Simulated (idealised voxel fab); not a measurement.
The following is a process module called voxel wiring stack.
Cross-sectional view cut (width: 205 nm; square cell size: 5 nm).
A cross-section is written here as square cells arranged in a grid, and it is given in bands from the top down, each band taking up one or more rows of cells. It is stipulated that each band's entry specify, in nanometres, the height of the top of the band and then that of its bottom, followed by the materials of the band in left-to-right sequence, each together with its width in nanometres. A single material marked by the word "edge to edge" is understood to fill the band from edge to edge; the word "empty" is understood to denote empty space. Where do heights start? At 0: under that level the wafer as delivered is made of one material only. And the lowest band has no floor; it just carries on downward, as in "0 down". So if you see something like "30->40" for the width, read it as the top row of the band sitting at the first number and the bottom row at the second, with every row in between moving by the same amount as the last. What does "nothing different" mean for a step? It means no cell of the cross-section changed in that step. Empty spaces counting at least 8 cells and having no open way to the top are listed in "Trapped voids". The notation width x height at distance is used for each, the distance being from the left edge and all three values in nm. Heads up: the bit after the settings on a step's line is the simulator's remark on that step. overlay nm: right-of-plan distance of the mask on a masked step; negative values mean left-of-plan.
### Planned step list for the process
1,op RECEIVE | material Si
2,op CONFORMAL_DEP | material SiO2 | thk nm 10
3,op CONFORMAL_DEP | material SiCN | thk nm 5
4,op DIRECTIONAL_DEP | material lowk | thk nm 25
5,op DIRECTIONAL_DEP | material aC | thk nm 15
6,op PATTERN | tone open | mask id METAL_1 | material resist | width nm 20 | pitch nm 45 | thk nm 35 | overlay nm 0
7,op DIRECTIONAL_ETCH | etch materials aC | depth nm 15
8,op STRIP | etch materials resist
9,op DIRECTIONAL_ETCH | etch materials lowk | depth nm 25
10,op DIRECTIONAL_ETCH | etch materials SiCN | depth nm 5
11,op STRIP | etch materials aC
12,op CONFORMAL_DEP | material TiN | thk nm 5
13,op FILL_DEP | material Ru | thk nm 5
14,op CMP | height nm 40
15,op CONFORMAL_DEP | material SiCN | thk nm 5
16,op DIRECTIONAL_DEP | material lowk | thk nm 15
17,op DIRECTIONAL_DEP | material aC | thk nm 10
18,op PATTERN | tone open | mask id PLUG_1 | material resist | width nm 15 | thk nm 25 | overlay nm 0
19,op DIRECTIONAL_ETCH | etch materials aC | depth nm 10
20,op STRIP | etch materials resist
21,op DIRECTIONAL_ETCH | etch materials lowk | depth nm 15
22,op DIRECTIONAL_ETCH | etch materials SiCN | depth nm 5
23,op STRIP | etch materials aC
24,op CONFORMAL_DEP | material TiN | thk nm 5
25,op FILL_DEP | material Ru | thk nm 10
26,op CMP | height nm 60
27,op DIRECTIONAL_DEP | material TiN | thk nm 5
28,op DIRECTIONAL_DEP | material Ru | thk nm 20
29,op DIRECTIONAL_DEP | material aC | thk nm 10
30,op PATTERN | tone cover | mask id METAL_2 | material resist | width nm 20 | pitch nm 45 | thk nm 25 | overlay nm 0
31,op DIRECTIONAL_ETCH | etch materials aC | depth nm 10
32,op STRIP | etch materials resist
33,op DIRECTIONAL_ETCH | etch materials Ru | depth nm 20
34,op DIRECTIONAL_ETCH | etch materials TiN | depth nm 5
35,op STRIP | etch materials aC
36,op CONFORMAL_DEP | material SiCN | thk nm 5
37,op FILL_DEP | material lowk | thk nm 5
38,op CMP | height nm 85
39,op CONFORMAL_DEP | material SiCN | thk nm 5
40,op DIRECTIONAL_DEP | material lowk | thk nm 10
41,op PATTERN | tone open | mask id PLUG_2 | material resist | width nm 15 | pitch nm 45 | thk nm 15 | overlay nm 0
42,op DIRECTIONAL_ETCH | etch materials lowk | depth nm 10
43,op DIRECTIONAL_ETCH | etch materials SiCN | depth nm 5
44,op STRIP | etch materials resist
45,op CONFORMAL_DEP | material TiN | thk nm 5
46,op FILL_DEP | material Cu | thk nm 5
47,op CMP | height nm 100
48,op DIRECTIONAL_DEP | material TiN | thk nm 5
49,op DIRECTIONAL_DEP | material Ru | thk nm 15
50,op DIRECTIONAL_DEP | material aC | thk nm 15
51,op PATTERN | tone cover | mask id METAL_3 | material resist | width nm 20 | pitch nm 45 | thk nm 30 | overlay nm 0
52,op DIRECTIONAL_ETCH | etch materials aC | depth nm 15
53,op STRIP | etch materials resist
54,op DIRECTIONAL_ETCH | etch materials Ru | depth nm 15
55,op DIRECTIONAL_ETCH | etch materials TiN | depth nm 5
56,op STRIP | etch materials aC
57,op FILL_DEP | material lowk | thk nm 5
58,op CMP | height nm 120
59,op CONFORMAL_DEP | material SiN | thk nm 5
### The cross-section here shows the wafer as received, i.e. in its state after step 1
- 0 down | Si edge to edge
- Trapped voids: none
### Sectioned view, first of two wafers, at the close of the module, processed as intended in the plan
- 125 to 120 | SiN edge to edge
- 120 to 105 | lowk=70 | Ru=20 | lowk=25 | Ru=20 | lowk=70
- 105 to 100 | lowk=70 | TiN=20 | lowk=25 | TiN=20 | lowk=70
- 100 to 90 | lowk=70 | TiN=5 | Cu=5 | TiN=5 | lowk=30 | TiN=5 | Cu=5 | TiN=5 | lowk=75
- 90 to 85 | SiCN=70 | TiN=15 | SiCN=30 | TiN=15 | SiCN=75
- 85 to 65 | lowk=65 | SiCN=5 | Ru=20 | SiCN=5 | lowk=15 | SiCN=5 | Ru=20 | SiCN=5 | lowk=65
- 65 to 60 | SiCN=70 | TiN=20 | SiCN=25 | TiN=20 | SiCN=70
- 60 to 45 | lowk=70 | TiN=5 | Ru=5 | TiN=5 | lowk=120
- 45 to 40 | SiCN=70 | TiN=15 | SiCN=120
- 40 to 15 | lowk=70 | TiN=5 | Ru=10 | TiN=5 | lowk=25 | TiN=5 | Ru=10 | TiN=5 | lowk=70
- 15 to 10 | SiCN=70 | TiN=20 | SiCN=25 | TiN=20 | SiCN=70
- 10 to 0 | SiO2 edge to edge
- 0 down | Si edge to edge
- Trapped voids: none
### Here's the second of our two wafers sectioned at module end. Same start as the first, same plan, but one mistake got made running it
- 125 to 120 | SiN edge to edge
- 120 to 105 | lowk=70 | Ru=20 | lowk=25 | Ru=20 | lowk=70
- 105 to 100 | lowk=70 | TiN=20 | lowk=25 | TiN=20 | lowk=70
- 100 to 90 | lowk=70 | TiN=5 | Cu=5 | TiN=5 | lowk=30 | TiN=5 | Cu=5 | TiN=5 | lowk=75
- 90 to 85 | SiCN=70 | TiN=15 | SiCN=30 | TiN=15 | SiCN=75
- 85 to 65 | lowk=65 | SiCN=5 | Ru=20 | SiCN=5 | lowk=15 | SiCN=5 | Ru=20 | SiCN=5 | lowk=65
- 65 to 60 | SiCN=70 | TiN=20 | SiCN=25 | TiN=20 | SiCN=70
- 60 to 45 | lowk=70 | TiN=5 | Ru=5 | TiN=5 | lowk=120
- 45 to 40 | SiCN=70 | TiN=15 | SiCN=120
- 40 to 35 | TiN=75 | Ru=10 | TiN=35 | Ru=10 | TiN=75
- 35 to 15 | lowk=70 | TiN=5 | Ru=10 | TiN=5 | lowk=25 | TiN=5 | Ru=10 | TiN=5 | lowk=70
- 15 to 10 | lowk=70 | TiN=20 | lowk=25 | TiN=20 | lowk=70
- 10 to 0 | SiO2 edge to edge
- 0 down | Si edge to edge
- Trapped voids: none
Plan not followed: with respect to the plan, step 3 was omitted and not executed
Final wafer comparison in cells, second versus first, more or fewer per material: SiCN -33; TiN +33
